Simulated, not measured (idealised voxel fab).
Module name: voxel transistor to metal (process module)
Pictured: cross-section cut, 290 nm wide, on a grid of 5 nm square cells.
Cross-section spec: square-cell grid; bands listed top down; each band is one or more rows.
Heads up on the band format: heights come first, top then bottom, in nm. After that it's the materials left to right, each with its width in nm. A single material flagged "everywhere" fills the whole band edge to edge, and "air" means there's empty space there.
Where do heights start? At 0: under that level the wafer as delivered is made of one material only. And the lowest band has no floor; it just carries on downward, as in "0..down".
A width given as "30->40" starts at the first number in the band's top row and ends at the second number in its bottom row, shifting by an equal amount at every step from row to row.
Key: "no alteration" - step with no changed cell in the cross-section.
In "Closed void entries" the enclosed voids are listed, meaning empty spaces of 8 cells or larger without any opening to the top. The form is width x height at distance, distance from the left edge, units nm.
It should be noted that, on the line of a given step, the content following the step's settings is a remark produced by the simulator itself with respect to that step.
overlay nm: right-of-plan distance of the mask on a masked step; negative values mean left-of-plan.

Listed below are the process steps as planned:
1 op RECEIVE | material Si
2 op OXIDIZE | depth nm 5
3 op CONFORMAL_DEP | material SiN | thk nm 15
4 op DIRECTIONAL_DEP | material aC | thk nm 15
5 op PATTERN | tone cover | mask id ACTIVE | material resist | width nm 105 | pitch nm 125 | thk nm 30 | overlay nm 0
6 op DIRECTIONAL_ETCH | etch materials aC | depth nm 15
7 op STRIP | etch materials resist
8 op DIRECTIONAL_ETCH | etch materials SiN | depth nm 15
9 op DIRECTIONAL_ETCH | etch materials SiO2 | depth nm 5
10 op DIRECTIONAL_ETCH | etch materials Si | depth nm 25
11 op STRIP | etch materials aC
12 op OXIDIZE | depth nm 5
13 op FILL_DEP | material SiO2 | thk nm 10
14 op CMP | height nm 15
15 op SELECTIVE_ETCH | etch materials SiO2 | depth nm 15
16 op STRIP | etch materials SiN
17 op SELECTIVE_ETCH | etch materials SiO2 | depth nm 5
18 op OXIDIZE | depth nm 5
19 op DIRECTIONAL_DEP | material polySi | thk nm 20
20 op DIRECTIONAL_DEP | material SiCN | thk nm 10
21 op MASKED_ETCH | tone cover | mask id GATE | width nm 25 | pitch nm 125 | etch materials SiCN | depth nm 20 | overlay nm 0
22 op MASKED_ETCH | tone cover | mask id GATE | width nm 25 | pitch nm 125 | etch materials polySi | depth nm 30 | overlay nm 0
23 op CONFORMAL_DEP | material SiO2 | thk nm 5
24 op DIRECTIONAL_ETCH | etch materials SiO2 | depth nm 5
25 op CONFORMAL_DEP | material SiN | thk nm 10
26 op DIRECTIONAL_ETCH | etch materials SiN | depth nm 10
27 op DIRECTIONAL_ETCH | etch materials SiO2 | depth nm 5
28 op DIRECTIONAL_ETCH | etch materials Si | depth nm 15
29 op EPI | material nSi | thk nm 20
30 op FILL_DEP | material SiO2 | thk nm 10
31 op CMP | height nm 25
32 op DIRECTIONAL_DEP | material SiO2 | thk nm 15
33 op MASKED_ETCH | tone open | mask id CONTACT | width nm 20 | etch materials SiO2 | depth nm 30 | overlay nm 0
34 op CONFORMAL_DEP | material TiN | thk nm 5
35 op FILL_DEP | material Ru | thk nm 5
36 op CMP | height nm 40
37 op CONFORMAL_DEP | material SiCN | thk nm 5
38 op DIRECTIONAL_DEP | material SiO2 | thk nm 25
39 op DIRECTIONAL_DEP | material aC | thk nm 10
40 op PATTERN | tone open | mask id METAL_1 | material resist | width nm 20 | thk nm 30 | overlay nm 0
41 op DIRECTIONAL_ETCH | etch materials aC | depth nm 10
42 op STRIP | etch materials resist
43 op DIRECTIONAL_ETCH | etch materials SiO2 | depth nm 25
44 op DIRECTIONAL_ETCH | etch materials SiCN | depth nm 5
45 op STRIP | etch materials aC
46 op CONFORMAL_DEP | material TiN | thk nm 5
47 op FILL_DEP | material Cu | thk nm 10
48 op CMP | height nm 70
49 op CONFORMAL_DEP | material SiCN | thk nm 5
50 op DIRECTIONAL_DEP | material SiO2 | thk nm 25
51 op PATTERN | tone open | mask id METAL_2 | material resist | width nm 20 | pitch nm 125 | thk nm 20 | overlay nm 0
52 op DIRECTIONAL_ETCH | etch materials SiO2 | depth nm 15
53 op STRIP | etch materials resist
54 op DIRECTIONAL_DEP | material aC | thk nm 15
55 op PATTERN | tone open | mask id METAL_2_HOLES | material resist | width nm 15 | pitch nm 125 | thk nm 30 | overlay nm 0
56 op DIRECTIONAL_ETCH | etch materials aC | depth nm 15
57 op STRIP | etch materials resist
58 op DIRECTIONAL_ETCH | etch materials SiO2 | depth nm 10
59 op DIRECTIONAL_ETCH | etch materials SiCN | depth nm 5
60 op STRIP | etch materials aC
61 op CONFORMAL_DEP | material TiN | thk nm 5
62 op FILL_DEP | material Ru | thk nm 10
63 op CMP | height nm 100
64 op CONFORMAL_DEP | material SiCN | thk nm 5

Account of the first of two wafers, which was processed as intended:

So this is the incoming wafer in cross-section - it's already been through step 1:
* 0..down: Si everywhere
* Closed void entries: none

How the wafer stands in section after step 2:
* 0..-5: SiO2 everywhere
* Under the height -5 nothing was changed.

How the wafer stands in section after step 3:
* 15..0: SiN everywhere
* Under the height 0 nothing was changed.

How the wafer stands in section after step 4:
* 30..15: aC everywhere
* Under the height 15 nothing was changed.

How the wafer stands in section after step 5:
* 60..30: air=30, resist=105, air=20, resist=105, air=30
* Under the height 30 nothing was changed.

How the wafer stands in section after step 6:
* 45..30: air=30, resist=105, air=20, resist=105, air=30
* 30..15: air=30, aC=105, air=20, aC=105, air=30
* Under the height 15 nothing was changed.

How the wafer stands in section after step 7:
* 30..15: air=30, aC=105, air=20, aC=105, air=30
* Under the height 15 nothing was changed.

How the wafer stands in section after step 8:
* 30..15: air=30, aC=105, air=20, aC=105, air=30
* 15..0: air=30, SiN=105, air=20, SiN=105, air=30
* Under the height 0 nothing was changed.

How the wafer stands in section after step 9:
* 30..15: air=30, aC=105, air=20, aC=105, air=30
* 15..0: air=30, SiN=105, air=20, SiN=105, air=30
* 0..-5: air=30, SiO2=105, air=20, SiO2=105, air=30
* Under the height -5 nothing was changed.

How the wafer stands in section after step 10:
* 30..15: air=30, aC=105, air=20, aC=105, air=30
* 15..0: air=30, SiN=105, air=20, SiN=105, air=30
* 0..-5: air=30, SiO2=105, air=20, SiO2=105, air=30
* -5..-30: air=30, Si=105, air=20, Si=105, air=30
* Under the height -30 nothing was changed.

How the wafer stands in section after step 11:
* 15..0: air=30, SiN=105, air=20, SiN=105, air=30
* Under the height 0 nothing was changed.

How the wafer stands in section after step 12:
* 15..0: air=30, SiN=105, air=20, SiN=105, air=30
* 0..-5: air=30, SiO2=105, air=20, SiO2=105, air=30
* -5..-30: air=30, SiO2=5, Si=95, SiO2=5, air=20, SiO2=5, Si=95, SiO2=5, air=30
* -30..-35: SiO2=35, Si=95, SiO2=30, Si=95, SiO2=35
* Under the height -35 nothing was changed.

How the wafer stands in section after step 13:
* 25..15: SiO2 everywhere
* 15..0: SiO2=30, SiN=105, SiO2=20, SiN=105, SiO2=30
* 0..-5: SiO2 everywhere
* -5..-35: SiO2=35, Si=95, SiO2=30, Si=95, SiO2=35
* Under the height -35 nothing was changed.

How the wafer stands in section after step 14:
* 15..0: SiO2=30, SiN=105, SiO2=20, SiN=105, SiO2=30
* Under the height 0 nothing was changed.

How the wafer stands in section after step 15:
* 15..0: air=30, SiN=105, air=20, SiN=105, air=30
* Under the height 0 nothing was changed.

How the wafer stands in section after step 16:
* 0..-5: SiO2 everywhere
* Under the height -5 nothing was changed.

How the wafer stands in section after step 17:
* -5..-35: SiO2=35, Si=95, SiO2=30, Si=95, SiO2=35
* Under the height -35 nothing was changed.

How the wafer stands in section after step 18:
* -5..-10: SiO2 everywhere
* Under the height -10 nothing was changed.

How the wafer stands in section after step 19:
* 15..-5: polySi everywhere
* Under the height -5 nothing was changed.

How the wafer stands in section after step 20:
* 25..15: SiCN everywhere
* Under the height 15 nothing was changed.

How the wafer stands in section after step 21:
* 25..15: air=70, SiCN=25, air=100, SiCN=25, air=70
* Under the height 15 nothing was changed.

How the wafer stands in section after step 22:
* 25..15: air=70, SiCN=25, air=100, SiCN=25, air=70
* 15..-5: air=70, polySi=25, air=100, polySi=25, air=70
* Under the height -5 nothing was changed.

How the wafer stands in section after step 23:
* 30..25: air=65, SiO2=35, air=90, SiO2=35, air=65
* 25..15: air=65, SiO2=5, SiCN=25, SiO2=5, air=90, SiO2=5, SiCN=25, SiO2=5, air=65
* 15..0: air=65, SiO2=5, polySi=25, SiO2=5, air=90, SiO2=5, polySi=25, SiO2=5, air=65
* 0..-5: SiO2=70, polySi=25, SiO2=100, polySi=25, SiO2=70
* Under the height -5 nothing was changed.

How the wafer stands in section after step 24:
* 25..15: air=65, SiO2=5, SiCN=25, SiO2=5, air=90, SiO2=5, SiCN=25, SiO2=5, air=65
* 15..-5: air=65, SiO2=5, polySi=25, SiO2=5, air=90, SiO2=5, polySi=25, SiO2=5, air=65
* Under the height -5 nothing was changed.

How the wafer stands in section after step 25:
* 35..25: air=55, SiN=55, air=70, SiN=55, air=55
* 25..15: air=55, SiN=10, SiO2=5, SiCN=25, SiO2=5, SiN=10, air=70, SiN=10, SiO2=5, SiCN=25, SiO2=5, SiN=10, air=55
* 15..5: air=55, SiN=10, SiO2=5, polySi=25, SiO2=5, SiN=10, air=70, SiN=10, SiO2=5, polySi=25, SiO2=5, SiN=10, air=55
* 5..-5: SiN=65, SiO2=5, polySi=25, SiO2=5, SiN=90, SiO2=5, polySi=25, SiO2=5, SiN=65
* Under the height -5 nothing was changed.

How the wafer stands in section after step 26:
* 25..15: air=55, SiN=10, SiO2=5, SiCN=25, SiO2=5, SiN=10, air=70, SiN=10, SiO2=5, SiCN=25, SiO2=5, SiN=10, air=55
* 15..-5: air=55, SiN=10, SiO2=5, polySi=25, SiO2=5, SiN=10, air=70, SiN=10, SiO2=5, polySi=25, SiO2=5, SiN=10, air=55
* Under the height -5 nothing was changed.

How the wafer stands in section after step 27:
* 25..20: air=55, SiN=10, air=5, SiCN=25, air=5, SiN=10, air=70, SiN=10, air=5, SiCN=25, air=5, SiN=10, air=55
* 20..15: air=55, SiN=10, SiO2=5, SiCN=25, SiO2=5, SiN=10, air=70, SiN=10, SiO2=5, SiCN=25, SiO2=5, SiN=10, air=55
* 15..-5: air=55, SiN=10, SiO2=5, polySi=25, SiO2=5, SiN=10, air=70, SiN=10, SiO2=5, polySi=25, SiO2=5, SiN=10, air=55
* -5..-10: air=55, SiO2=55, air=70, SiO2=55, air=55
* Under the height -10 nothing was changed.

How the wafer stands in section after step 28:
* 25..20: air=55, SiN=10, air=5, SiCN=25, air=5, SiN=10, air=70, SiN=10, air=5, SiCN=25, air=5, SiN=10, air=55
* 20..15: air=55, SiN=10, SiO2=5, SiCN=25, SiO2=5, SiN=10, air=70, SiN=10, SiO2=5, SiCN=25, SiO2=5, SiN=10, air=55
* 15..-5: air=55, SiN=10, SiO2=5, polySi=25, SiO2=5, SiN=10, air=70, SiN=10, SiO2=5, polySi=25, SiO2=5, SiN=10, air=55
* -5..-10: air=55, SiO2=55, air=70, SiO2=55, air=55
* -10..-25: SiO2=35, air=20, Si=55, air=20, SiO2=30, air=20, Si=55, air=20, SiO2=35
* Under the height -25 nothing was changed.

How the wafer stands in section after step 29:
* 25..20: air=55, SiN=10, air=5, SiCN=25, air=5, SiN=10, air=70, SiN=10, air=5, SiCN=25, air=5, SiN=10, air=55
* 20..15: air=55, SiN=10, SiO2=5, SiCN=25, SiO2=5, SiN=10, air=70, SiN=10, SiO2=5, SiCN=25, SiO2=5, SiN=10, air=55
* 15..10: air=55, SiN=10, SiO2=5, polySi=25, SiO2=5, SiN=10, air=70, SiN=10, SiO2=5, polySi=25, SiO2=5, SiN=10, air=55
* 10..-5: air=35, nSi=20, SiN=10, SiO2=5, polySi=25, SiO2=5, SiN=10, nSi=20, air=30, nSi=20, SiN=10, SiO2=5, polySi=25, SiO2=5, SiN=10, nSi=20, air=35
* -5..-10: air=30, nSi=25, SiO2=55, nSi=25, air=20, nSi=25, SiO2=55, nSi=25, air=30
* -10..-25: SiO2=35, nSi=20, Si=55, nSi=20, SiO2=30, nSi=20, Si=55, nSi=20, SiO2=35
* Under the height -25 nothing was changed.

How the wafer stands in section after step 30:
* 35..25: SiO2 everywhere
* 25..15: SiO2=55, SiN=10, SiO2=5, SiCN=25, SiO2=5, SiN=10, SiO2=70, SiN=10, SiO2=5, SiCN=25, SiO2=5, SiN=10, SiO2=55
* 15..10: SiO2=55, SiN=10, SiO2=5, polySi=25, SiO2=5, SiN=10, SiO2=70, SiN=10, SiO2=5, polySi=25, SiO2=5, SiN=10, SiO2=55
* 10..-5: SiO2=35, nSi=20, SiN=10, SiO2=5, polySi=25, SiO2=5, SiN=10, nSi=20, SiO2=30, nSi=20, SiN=10, SiO2=5, polySi=25, SiO2=5, SiN=10, nSi=20, SiO2=35
* -5..-10: SiO2=30, nSi=25, SiO2=55, nSi=25, SiO2=20, nSi=25, SiO2=55, nSi=25, SiO2=30
* Under the height -10 nothing was changed.

How the wafer stands in section after step 31:
* 25..15: SiO2=55, SiN=10, SiO2=5, SiCN=25, SiO2=5, SiN=10, SiO2=70, SiN=10, SiO2=5, SiCN=25, SiO2=5, SiN=10, SiO2=55
* Under the height 15 nothing was changed.

How the wafer stands in section after step 32:
* 40..25: SiO2 everywhere
* Under the height 25 nothing was changed.

How the wafer stands in section after step 33:
* 40..25: SiO2=35, air=20, SiO2=55, air=20, SiO2=30, air=20, SiO2=55, air=20, SiO2=35
* 25..15: SiO2=35, air=20, SiN=10, SiO2=5, SiCN=25, SiO2=5, SiN=10, air=20, SiO2=30, air=20, SiN=10, SiO2=5, SiCN=25, SiO2=5, SiN=10, air=20, SiO2=35
* 15..10: SiO2=35, air=20, SiN=10, SiO2=5, polySi=25, SiO2=5, SiN=10, air=20, SiO2=30, air=20, SiN=10, SiO2=5, polySi=25, SiO2=5, SiN=10, air=20, SiO2=35
* Under the height 10 nothing was changed.

How the wafer stands in section after step 34:
* 45..40: TiN=40, air=10, TiN=65, air=10, TiN=40, air=10, TiN=65, air=10, TiN=40
* 40..25: SiO2=35, TiN=5, air=10, TiN=5, SiO2=55, TiN=5, air=10, TiN=5, SiO2=30, TiN=5, air=10, TiN=5, SiO2=55, TiN=5, air=10, TiN=5, SiO2=35
* 25..15: SiO2=35, TiN=5, air=10, TiN=5, SiN=10, SiO2=5, SiCN=25, SiO2=5, SiN=10, TiN=5, air=10, TiN=5, SiO2=30, TiN=5, air=10, TiN=5, SiN=10, SiO2=5, SiCN=25, SiO2=5, SiN=10, TiN=5, air=10, TiN=5, SiO2=35
* 15..10: SiO2=35, TiN=20, SiN=10, SiO2=5, polySi=25, SiO2=5, SiN=10, TiN=20, SiO2=30, TiN=20, SiN=10, SiO2=5, polySi=25, SiO2=5, SiN=10, TiN=20, SiO2=35
* Under the height 10 nothing was changed.

How the wafer stands in section after step 35:
* 50..45: Ru everywhere
* 45..40: TiN=40, Ru=10, TiN=65, Ru=10, TiN=40, Ru=10, TiN=65, Ru=10, TiN=40
* 40..25: SiO2=35, TiN=5, Ru=10, TiN=5, SiO2=55, TiN=5, Ru=10, TiN=5, SiO2=30, TiN=5, Ru=10, TiN=5, SiO2=55, TiN=5, Ru=10, TiN=5, SiO2=35
* 25..15: SiO2=35, TiN=5, Ru=10, TiN=5, SiN=10, SiO2=5, SiCN=25, SiO2=5, SiN=10, TiN=5, Ru=10, TiN=5, SiO2=30, TiN=5, Ru=10, TiN=5, SiN=10, SiO2=5, SiCN=25, SiO2=5, SiN=10, TiN=5, Ru=10, TiN=5, SiO2=35
* Under the height 15 nothing was changed.

How the wafer stands in section after step 36:
* 40..25: SiO2=35, TiN=5, Ru=10, TiN=5, SiO2=55, TiN=5, Ru=10, TiN=5, SiO2=30, TiN=5, Ru=10, TiN=5, SiO2=55, TiN=5, Ru=10, TiN=5, SiO2=35
* Under the height 25 nothing was changed.

How the wafer stands in section after step 37:
* 45..40: SiCN everywhere
* Under the height 40 nothing was changed.

How the wafer stands in section after step 38:
* 70..45: SiO2 everywhere
* Under the height 45 nothing was changed.

How the wafer stands in section after step 39:
* 80..70: aC everywhere
* Under the height 70 nothing was changed.

How the wafer stands in section after step 40:
* 110..80: resist=35, air=20, resist=55, air=20, resist=30, air=20, resist=55, air=20, resist=35
* Under the height 80 nothing was changed.

How the wafer stands in section after step 41:
* 100..80: resist=35, air=20, resist=55, air=20, resist=30, air=20, resist=55, air=20, resist=35
* 80..70: aC=35, air=20, aC=55, air=20, aC=30, air=20, aC=55, air=20, aC=35
* Under the height 70 nothing was changed.

How the wafer stands in section after step 42:
* 80..70: aC=35, air=20, aC=55, air=20, aC=30, air=20, aC=55, air=20, aC=35
* Under the height 70 nothing was changed.

How the wafer stands in section after step 43:
* 80..70: aC=35, air=20, aC=55, air=20, aC=30, air=20, aC=55, air=20, aC=35
* 70..45: SiO2=35, air=20, SiO2=55, air=20, SiO2=30, air=20, SiO2=55, air=20, SiO2=35
* Under the height 45 nothing was changed.

How the wafer stands in section after step 44:
* 80..70: aC=35, air=20, aC=55, air=20, aC=30, air=20, aC=55, air=20, aC=35
* 70..45: SiO2=35, air=20, SiO2=55, air=20, SiO2=30, air=20, SiO2=55, air=20, SiO2=35
* 45..40: SiCN=35, air=20, SiCN=55, air=20, SiCN=30, air=20, SiCN=55, air=20, SiCN=35
* Under the height 40 nothing was changed.

How the wafer stands in section after step 45:
* 70..45: SiO2=35, air=20, SiO2=55, air=20, SiO2=30, air=20, SiO2=55, air=20, SiO2=35
* Under the height 45 nothing was changed.

How the wafer stands in section after step 46:
* 75..70: TiN=40, air=10, TiN=65, air=10, TiN=40, air=10, TiN=65, air=10, TiN=40
* 70..45: SiO2=35, TiN=5, air=10, TiN=5, SiO2=55, TiN=5, air=10, TiN=5, SiO2=30, TiN=5, air=10, TiN=5, SiO2=55, TiN=5, air=10, TiN=5, SiO2=35
* 45..40: SiCN=35, TiN=20, SiCN=55, TiN=20, SiCN=30, TiN=20, SiCN=55, TiN=20, SiCN=35
* Under the height 40 nothing was changed.

How the wafer stands in section after step 47:
* 85..75: Cu everywhere
* 75..70: TiN=40, Cu=10, TiN=65, Cu=10, TiN=40, Cu=10, TiN=65, Cu=10, TiN=40
* 70..45: SiO2=35, TiN=5, Cu=10, TiN=5, SiO2=55, TiN=5, Cu=10, TiN=5, SiO2=30, TiN=5, Cu=10, TiN=5, SiO2=55, TiN=5, Cu=10, TiN=5, SiO2=35
* Under the height 45 nothing was changed.

How the wafer stands in section after step 48:
* 70..45: SiO2=35, TiN=5, Cu=10, TiN=5, SiO2=55, TiN=5, Cu=10, TiN=5, SiO2=30, TiN=5, Cu=10, TiN=5, SiO2=55, TiN=5, Cu=10, TiN=5, SiO2=35
* Under the height 45 nothing was changed.

How the wafer stands in section after step 49:
* 75..70: SiCN everywhere
* Under the height 70 nothing was changed.

How the wafer stands in section after step 50:
* 100..75: SiO2 everywhere
* Under the height 75 nothing was changed.

How the wafer stands in section after step 51:
* 120..100: resist=35, air=20, resist=105, air=20, resist=110
* Under the height 100 nothing was changed.

How the wafer stands in section after step 52:
* 120..100: resist=35, air=20, resist=105, air=20, resist=110
* 100..85: SiO2=35, air=20, SiO2=105, air=20, SiO2=110
* Under the height 85 nothing was changed.

How the wafer stands in section after step 53:
* 100..85: SiO2=35, air=20, SiO2=105, air=20, SiO2=110
* Under the height 85 nothing was changed.

How the wafer stands in section after step 54:
* 115..100: aC=35, air=20, aC=105, air=20, aC=110
* 100..85: SiO2=35, aC=20, SiO2=105, aC=20, SiO2=110
* Under the height 85 nothing was changed.

How the wafer stands in section after step 55:
* 145..115: resist=35, air=15, resist=110, air=15, resist=115
* 115..100: aC=35, air=15, resist=5, aC=105, air=15, resist=5, aC=110
* Under the height 100 nothing was changed.

How the wafer stands in section after step 56:
* 130..115: resist=35, air=15, resist=110, air=15, resist=115
* 115..100: aC=35, air=15, resist=5, aC=105, air=15, resist=5, aC=110
* 100..85: SiO2=35, air=15, aC=5, SiO2=105, air=15, aC=5, SiO2=110
* Under the height 85 nothing was changed.

How the wafer stands in section after step 57:
* 115..100: aC=35, air=20, aC=105, air=20, aC=110
* Under the height 100 nothing was changed.

How the wafer stands in section after step 58:
* 115..100: aC=35, air=20, aC=105, air=20, aC=110
* 100..85: SiO2=35, air=15, aC=5, SiO2=105, air=15, aC=5, SiO2=110
* 85..75: SiO2=35, air=15, SiO2=110, air=15, SiO2=115
* Under the height 75 nothing was changed.

How the wafer stands in section after step 59:
* 115..100: aC=35, air=20, aC=105, air=20, aC=110
* 100..85: SiO2=35, air=15, aC=5, SiO2=105, air=15, aC=5, SiO2=110
* 85..75: SiO2=35, air=15, SiO2=110, air=15, SiO2=115
* 75..70: SiCN=35, air=15, SiCN=110, air=15, SiCN=115
* Under the height 70 nothing was changed.

How the wafer stands in section after step 60:
* 100..85: SiO2=35, air=20, SiO2=105, air=20, SiO2=110
* Under the height 85 nothing was changed.

How the wafer stands in section after step 61:
* 105..100: TiN=40, air=10, TiN=115, air=10, TiN=115
* 100..90: SiO2=35, TiN=5, air=10, TiN=5, SiO2=105, TiN=5, air=10, TiN=5, SiO2=110
* 90..85: SiO2=35, TiN=5, air=5, TiN=10, SiO2=105, TiN=5, air=5, TiN=10, SiO2=110
* 85..75: SiO2=35, TiN=5, air=5, TiN=5, SiO2=110, TiN=5, air=5, TiN=5, SiO2=115
* 75..70: SiCN=35, TiN=15, SiCN=110, TiN=15, SiCN=115
* Under the height 70 nothing was changed.

How the wafer stands in section after step 62:
* 115..105: Ru everywhere
* 105..100: TiN=40, Ru=10, TiN=115, Ru=10, TiN=115
* 100..90: SiO2=35, TiN=5, Ru=10, TiN=5, SiO2=105, TiN=5, Ru=10, TiN=5, SiO2=110
* 90..85: SiO2=35, TiN=5, Ru=5, TiN=10, SiO2=105, TiN=5, Ru=5, TiN=10, SiO2=110
* 85..75: SiO2=35, TiN=5, Ru=5, TiN=5, SiO2=110, TiN=5, Ru=5, TiN=5, SiO2=115
* Under the height 75 nothing was changed.

How the wafer stands in section after step 63:
* 100..90: SiO2=35, TiN=5, Ru=10, TiN=5, SiO2=105, TiN=5, Ru=10, TiN=5, SiO2=110
* Under the height 90 nothing was changed.

How the wafer stands in section after step 64:
* 105..100: SiCN everywhere
* Under the height 100 nothing was changed.

Second wafer: like start, like plan, one mistake. Through step 63 it matches the first wafer:

What the second wafer looks like in cross-section when step 64 should have wrapped up:
* 105..100: SiN everywhere
* Under the height 100 nothing was changed.
Plan not followed: step 64 ran with different settings than intended, the actual operation and settings being op CONFORMAL_DEP | material SiN | thk nm 5
Final tally in cells, some materials are higher or lower on the second wafer than on the first: 58 fewer of SiCN; 58 more of SiN
